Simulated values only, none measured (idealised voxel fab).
process module | voxel capacitor over wiring
cross-section cut | 165 nm wide | cells 5 nm
A cross-section is a grid of square cells, given in bands from the top down. A band is one or more rows of cells.
Each band's line starts with the height of the band's top and of its bottom, in nm. Then come its materials from left to right, each with its width in nm. One material with "throughout" fills the band from edge to edge. "air" is empty space.
Height 0 is the level under which the wafer as received is all one material. The lowest band goes on downwards, as in "0 down".
A width such as "30 to 40" changes by the same amount from each row of cells to the next, from the band's top row to its bottom row.
"no change" after a step means that no cell of the cross-section changed.
closed voids: empty space of 8 cells or more with no open way to the top, each as width x height at its distance from the left edge, in nm
after a step's settings: what the simulator itself notes on the step
overlay nm, on a step with a mask: how far to the right of its planned place the mask lay; to the left if negative
plan
1 op RECEIVE | material Si
2 op CONFORMAL_DEP | material SiO2 | thk nm 15
3 op DIRECTIONAL_DEP | material TiN | thk nm 5
4 op DIRECTIONAL_DEP | material W | thk nm 15
5 op PATTERN | tone cover | mask id METAL_1 | material resist | width nm 30 | pitch nm 90 | thk nm 20 | overlay nm 0
6 op DIRECTIONAL_ETCH | etch materials W | depth nm 15
7 op DIRECTIONAL_ETCH | etch materials TiN | depth nm 5
8 op STRIP | etch materials resist
9 op CONFORMAL_DEP | material SiN | thk nm 5
10 op FILL_DEP | material lowk | thk nm 5
11 op CMP | height nm 35
12 op CONFORMAL_DEP | material SiCN | thk nm 5
13 op DIRECTIONAL_DEP | material lowk | thk nm 10
14 op PATTERN | tone open | mask id PLUG_1 | material resist | width nm 15 | thk nm 15 | overlay nm 0
15 op DIRECTIONAL_ETCH | etch materials lowk | depth nm 10
16 op DIRECTIONAL_ETCH | etch materials SiCN | depth nm 5
17 op STRIP | etch materials resist
18 op CONFORMAL_DEP | material TiN | thk nm 5
19 op FILL_DEP | material Cu | thk nm 5
20 op CMP | height nm 50
21 op DIRECTIONAL_DEP | material TiN | thk nm 10
22 op DIRECTIONAL_DEP | material SiN | thk nm 5
23 op DIRECTIONAL_DEP | material TiN | thk nm 5
24 op MASKED_ETCH | tone cover | mask id UPPER_PLATE | width nm 65 | etch materials TiN | depth nm 5 | overlay nm 0
25 op MASKED_ETCH | tone cover | mask id UPPER_PLATE | width nm 65 | etch materials SiN | depth nm 5 | overlay nm 0
26 op DIRECTIONAL_DEP | material aC | thk nm 10
27 op PATTERN | tone cover | mask id LOWER_PLATE | material resist | width nm 75 | thk nm 30 | overlay nm 0
28 op DIRECTIONAL_ETCH | etch materials aC | depth nm 10
29 op STRIP | etch materials resist
30 op DIRECTIONAL_ETCH | etch materials TiN | depth nm 10
31 op STRIP | etch materials aC
32 op FILL_DEP | material SiO2 | thk nm 20
33 op CMP | height nm 85
34 op DIRECTIONAL_DEP | material aC | thk nm 10
35 op PATTERN | tone open | mask id PLUG_2 | material resist | width nm 15 | thk nm 25 | overlay nm 0
36 op DIRECTIONAL_ETCH | etch materials aC | depth nm 10
37 op STRIP | etch materials resist
38 op DIRECTIONAL_ETCH | etch materials SiO2 | depth nm 15
39 op STRIP | etch materials aC
40 op CONFORMAL_DEP | material TiN | thk nm 5
41 op FILL_DEP | material Cu | thk nm 10
42 op CMP | height nm 85
43 op CONFORMAL_DEP | material SiN | thk nm 5
first wafer, as planned
as received, after step 1
  0 down: Si throughout
  closed voids: none
after step 2
  15 to 0: SiO2 throughout
  below 0: unchanged
after step 3
  20 to 15: TiN throughout
  below 15: unchanged
after step 4
  35 to 20: W throughout
  below 20: unchanged
after step 5
  55 to 35: air 20 | resist 30 | air 60 | resist 30 | air 25
  below 35: unchanged
after step 6
  55 to 35: air 20 | resist 30 | air 60 | resist 30 | air 25
  35 to 20: air 20 | W 30 | air 60 | W 30 | air 25
  below 20: unchanged
after step 7
  55 to 35: air 20 | resist 30 | air 60 | resist 30 | air 25
  35 to 20: air 20 | W 30 | air 60 | W 30 | air 25
  20 to 15: air 20 | TiN 30 | air 60 | TiN 30 | air 25
  below 15: unchanged
after step 8
  35 to 20: air 20 | W 30 | air 60 | W 30 | air 25
  below 20: unchanged
after step 9
  40 to 35: air 15 | SiN 40 | air 50 | SiN 40 | air 20
  35 to 20: air 15 | SiN 5 | W 30 | SiN 5 | air 50 | SiN 5 | W 30 | SiN 5 | air 20
  20 to 15: SiN 20 | TiN 30 | SiN 60 | TiN 30 | SiN 25
  below 15: unchanged
after step 10
  45 to 40: lowk throughout
  40 to 35: lowk 15 | SiN 40 | lowk 50 | SiN 40 | lowk 20
  35 to 20: lowk 15 | SiN 5 | W 30 | SiN 5 | lowk 50 | SiN 5 | W 30 | SiN 5 | lowk 20
  below 20: unchanged
after step 11
  35 to 20: lowk 15 | SiN 5 | W 30 | SiN 5 | lowk 50 | SiN 5 | W 30 | SiN 5 | lowk 20
  below 20: unchanged
after step 12
  40 to 35: SiCN throughout
  below 35: unchanged
after step 13
  50 to 40: lowk throughout
  below 40: unchanged
after step 14
  65 to 50: resist 35 | air 15 | resist 115
  below 50: unchanged
after step 15
  65 to 50: resist 35 | air 15 | resist 115
  50 to 40: lowk 35 | air 15 | lowk 115
  below 40: unchanged
after step 16
  65 to 50: resist 35 | air 15 | resist 115
  50 to 40: lowk 35 | air 15 | lowk 115
  40 to 35: SiCN 35 | air 15 | SiCN 115
  below 35: unchanged
after step 17
  50 to 40: lowk 35 | air 15 | lowk 115
  below 40: unchanged
after step 18
  55 to 50: TiN 40 | air 5 | TiN 120
  50 to 40: lowk 35 | TiN 5 | air 5 | TiN 5 | lowk 115
  40 to 35: SiCN 35 | TiN 15 | SiCN 115
  below 35: unchanged
after step 19
  60 to 55: Cu throughout
  55 to 50: TiN 40 | Cu 5 | TiN 120
  50 to 40: lowk 35 | TiN 5 | Cu 5 | TiN 5 | lowk 115
  below 40: unchanged
after step 20
  50 to 40: lowk 35 | TiN 5 | Cu 5 | TiN 5 | lowk 115
  below 40: unchanged
after step 21
  60 to 50: TiN throughout
  below 50: unchanged
after step 22
  65 to 60: SiN throughout
  below 60: unchanged
after step 23
  70 to 65: TiN throughout
  below 65: unchanged
after step 24
  70 to 65: air 35 | TiN 65 | air 65
  below 65: unchanged
after step 25
  70 to 65: air 35 | TiN 65 | air 65
  65 to 60: air 35 | SiN 65 | air 65
  below 60: unchanged
after step 26
  80 to 70: air 35 | aC 65 | air 65
  70 to 65: aC 35 | TiN 65 | aC 65
  65 to 60: aC 35 | SiN 65 | aC 65
  below 60: unchanged
after step 27
  110 to 80: air 30 | resist 75 | air 60
  80 to 70: air 30 | resist 5 | aC 65 | resist 5 | air 60
  below 70: unchanged
after step 28
  100 to 80: air 30 | resist 75 | air 60
  80 to 70: air 30 | resist 5 | aC 65 | resist 5 | air 60
  70 to 65: air 30 | aC 5 | TiN 65 | aC 5 | air 60
  65 to 60: air 30 | aC 5 | SiN 65 | aC 5 | air 60
  below 60: unchanged
after step 29
  80 to 70: air 35 | aC 65 | air 65
  below 70: unchanged
after step 30
  80 to 70: air 35 | aC 65 | air 65
  70 to 65: air 30 | aC 5 | TiN 65 | aC 5 | air 60
  65 to 60: air 30 | aC 5 | SiN 65 | aC 5 | air 60
  60 to 50: air 30 | TiN 75 | air 60
  below 50: unchanged
after step 31
  70 to 65: air 35 | TiN 65 | air 65
  65 to 60: air 35 | SiN 65 | air 65
  below 60: unchanged
after step 32
  90 to 70: SiO2 throughout
  70 to 65: SiO2 35 | TiN 65 | SiO2 65
  65 to 60: SiO2 35 | SiN 65 | SiO2 65
  60 to 50: SiO2 30 | TiN 75 | SiO2 60
  below 50: unchanged
after step 33
  85 to 70: SiO2 throughout
  below 70: unchanged
after step 34
  95 to 85: aC throughout
  below 85: unchanged
after step 35
  120 to 95: resist 45 | air 15 | resist 105
  below 95: unchanged
after step 36
  110 to 95: resist 45 | air 15 | resist 105
  95 to 85: aC 45 | air 15 | aC 105
  below 85: unchanged
after step 37
  95 to 85: aC 45 | air 15 | aC 105
  below 85: unchanged
after step 38
  95 to 85: aC 45 | air 15 | aC 105
  85 to 70: SiO2 45 | air 15 | SiO2 105
  below 70: unchanged
after step 39
  85 to 70: SiO2 45 | air 15 | SiO2 105
  below 70: unchanged
after step 40
  90 to 85: TiN 50 | air 5 | TiN 110
  85 to 75: SiO2 45 | TiN 5 | air 5 | TiN 5 | SiO2 105
  75 to 65: SiO2 45 to 35 | TiN 15 to 65 | SiO2 105 to 65
  below 65: unchanged
after step 41
  100 to 90: Cu throughout
  90 to 85: TiN 50 | Cu 5 | TiN 110
  85 to 75: SiO2 45 | TiN 5 | Cu 5 | TiN 5 | SiO2 105
  below 75: unchanged
after step 42
  85 to 75: SiO2 45 | TiN 5 | Cu 5 | TiN 5 | SiO2 105
  below 75: unchanged
after step 43
  90 to 85: SiN throughout
  below 85: unchanged
second wafer: like start, like plan, one mistake. Through step 1 it matches the first wafer
when step 2 should have ended
  30 to 0: SiO2 throughout
  below 0: unchanged
when step 3 should have ended
  35 to 30: TiN throughout
  below 30: unchanged
when step 4 should have ended
  50 to 35: W throughout
  below 35: unchanged
when step 5 should have ended
  70 to 50: air 20 | resist 30 | air 60 | resist 30 | air 25
  below 50: unchanged
when step 6 should have ended
  70 to 50: air 20 | resist 30 | air 60 | resist 30 | air 25
  50 to 35: air 20 | W 30 | air 60 | W 30 | air 25
  below 35: unchanged
when step 7 should have ended
  70 to 50: air 20 | resist 30 | air 60 | resist 30 | air 25
  50 to 35: air 20 | W 30 | air 60 | W 30 | air 25
  35 to 30: air 20 | TiN 30 | air 60 | TiN 30 | air 25
  below 30: unchanged
when step 8 should have ended
  50 to 35: air 20 | W 30 | air 60 | W 30 | air 25
  below 35: unchanged
when step 9 should have ended
  55 to 50: air 15 | SiN 40 | air 50 | SiN 40 | air 20
  50 to 35: air 15 | SiN 5 | W 30 | SiN 5 | air 50 | SiN 5 | W 30 | SiN 5 | air 20
  35 to 30: SiN 20 | TiN 30 | SiN 60 | TiN 30 | SiN 25
  below 30: unchanged
when step 10 should have ended
  60 to 55: lowk throughout
  55 to 50: lowk 15 | SiN 40 | lowk 50 | SiN 40 | lowk 20
  50 to 35: lowk 15 | SiN 5 | W 30 | SiN 5 | lowk 50 | SiN 5 | W 30 | SiN 5 | lowk 20
  below 35: unchanged
when step 11 should have ended
  35 to 30: SiN 20 | TiN 30 | SiN 60 | TiN 30 | SiN 25
  below 30: unchanged
when step 12 should have ended
  40 to 35: SiCN throughout
  below 35: unchanged
when step 13 should have ended
  50 to 40: lowk throughout
  below 40: unchanged
when step 14 should have ended
  65 to 50: resist 35 | air 15 | resist 115
  below 50: unchanged
when step 15 should have ended
  65 to 50: resist 35 | air 15 | resist 115
  50 to 40: lowk 35 | air 15 | lowk 115
  below 40: unchanged
when step 16 should have ended
  65 to 50: resist 35 | air 15 | resist 115
  50 to 40: lowk 35 | air 15 | lowk 115
  40 to 35: SiCN 35 | air 15 | SiCN 115
  below 35: unchanged
when step 17 should have ended
  50 to 40: lowk 35 | air 15 | lowk 115
  below 40: unchanged
when step 18 should have ended
  55 to 50: TiN 40 | air 5 | TiN 120
  50 to 40: lowk 35 | TiN 5 | air 5 | TiN 5 | lowk 115
  40 to 35: SiCN 35 | TiN 15 | SiCN 115
  below 35: unchanged
when step 19 should have ended
  60 to 55: Cu throughout
  55 to 50: TiN 40 | Cu 5 | TiN 120
  50 to 40: lowk 35 | TiN 5 | Cu 5 | TiN 5 | lowk 115
  below 40: unchanged
when step 20 should have ended
  50 to 40: lowk 35 | TiN 5 | Cu 5 | TiN 5 | lowk 115
  below 40: unchanged
when step 21 should have ended
  60 to 50: TiN throughout
  below 50: unchanged
when step 22 should have ended
  65 to 60: SiN throughout
  below 60: unchanged
when step 23 should have ended
  70 to 65: TiN throughout
  below 65: unchanged
when step 24 should have ended
  70 to 65: air 35 | TiN 65 | air 65
  below 65: unchanged
when step 25 should have ended
  70 to 65: air 35 | TiN 65 | air 65
  65 to 60: air 35 | SiN 65 | air 65
  below 60: unchanged
when step 26 should have ended
  80 to 70: air 35 | aC 65 | air 65
  70 to 65: aC 35 | TiN 65 | aC 65
  65 to 60: aC 35 | SiN 65 | aC 65
  below 60: unchanged
when step 27 should have ended
  110 to 80: air 30 | resist 75 | air 60
  80 to 70: air 30 | resist 5 | aC 65 | resist 5 | air 60
  below 70: unchanged
when step 28 should have ended
  100 to 80: air 30 | resist 75 | air 60
  80 to 70: air 30 | resist 5 | aC 65 | resist 5 | air 60
  70 to 65: air 30 | aC 5 | TiN 65 | aC 5 | air 60
  65 to 60: air 30 | aC 5 | SiN 65 | aC 5 | air 60
  below 60: unchanged
when step 29 should have ended
  80 to 70: air 35 | aC 65 | air 65
  below 70: unchanged
when step 30 should have ended
  80 to 70: air 35 | aC 65 | air 65
  70 to 65: air 30 | aC 5 | TiN 65 | aC 5 | air 60
  65 to 60: air 30 | aC 5 | SiN 65 | aC 5 | air 60
  60 to 50: air 30 | TiN 75 | air 60
  below 50: unchanged
when step 31 should have ended
  70 to 65: air 35 | TiN 65 | air 65
  65 to 60: air 35 | SiN 65 | air 65
  below 60: unchanged
when step 32 should have ended
  90 to 70: SiO2 throughout
  70 to 65: SiO2 35 | TiN 65 | SiO2 65
  65 to 60: SiO2 35 | SiN 65 | SiO2 65
  60 to 50: SiO2 30 | TiN 75 | SiO2 60
  below 50: unchanged
when step 33 should have ended
  85 to 70: SiO2 throughout
  below 70: unchanged
when step 34 should have ended
  95 to 85: aC throughout
  below 85: unchanged
when step 35 should have ended
  120 to 95: resist 45 | air 15 | resist 105
  below 95: unchanged
when step 36 should have ended
  110 to 95: resist 45 | air 15 | resist 105
  95 to 85: aC 45 | air 15 | aC 105
  below 85: unchanged
when step 37 should have ended
  95 to 85: aC 45 | air 15 | aC 105
  below 85: unchanged
when step 38 should have ended
  95 to 85: aC 45 | air 15 | aC 105
  85 to 70: SiO2 45 | air 15 | SiO2 105
  below 70: unchanged
when step 39 should have ended
  85 to 70: SiO2 45 | air 15 | SiO2 105
  below 70: unchanged
when step 40 should have ended
  90 to 85: TiN 50 | air 5 | TiN 110
  85 to 75: SiO2 45 | TiN 5 | air 5 | TiN 5 | SiO2 105
  75 to 65: SiO2 45 to 35 | TiN 15 to 65 | SiO2 105 to 65
  below 65: unchanged
when step 41 should have ended
  100 to 90: Cu throughout
  90 to 85: TiN 50 | Cu 5 | TiN 110
  85 to 75: SiO2 45 | TiN 5 | Cu 5 | TiN 5 | SiO2 105
  below 75: unchanged
when step 42 should have ended
  85 to 75: SiO2 45 | TiN 5 | Cu 5 | TiN 5 | SiO2 105
  below 75: unchanged
when step 43 should have ended
  90 to 85: SiN throughout
  below 85: unchanged
what went wrong: step 2 was run twice
at the end the second wafer has, in cells: 12 fewer of SiN | 99 more of SiO2 | 36 fewer of W | 51 fewer of lowk
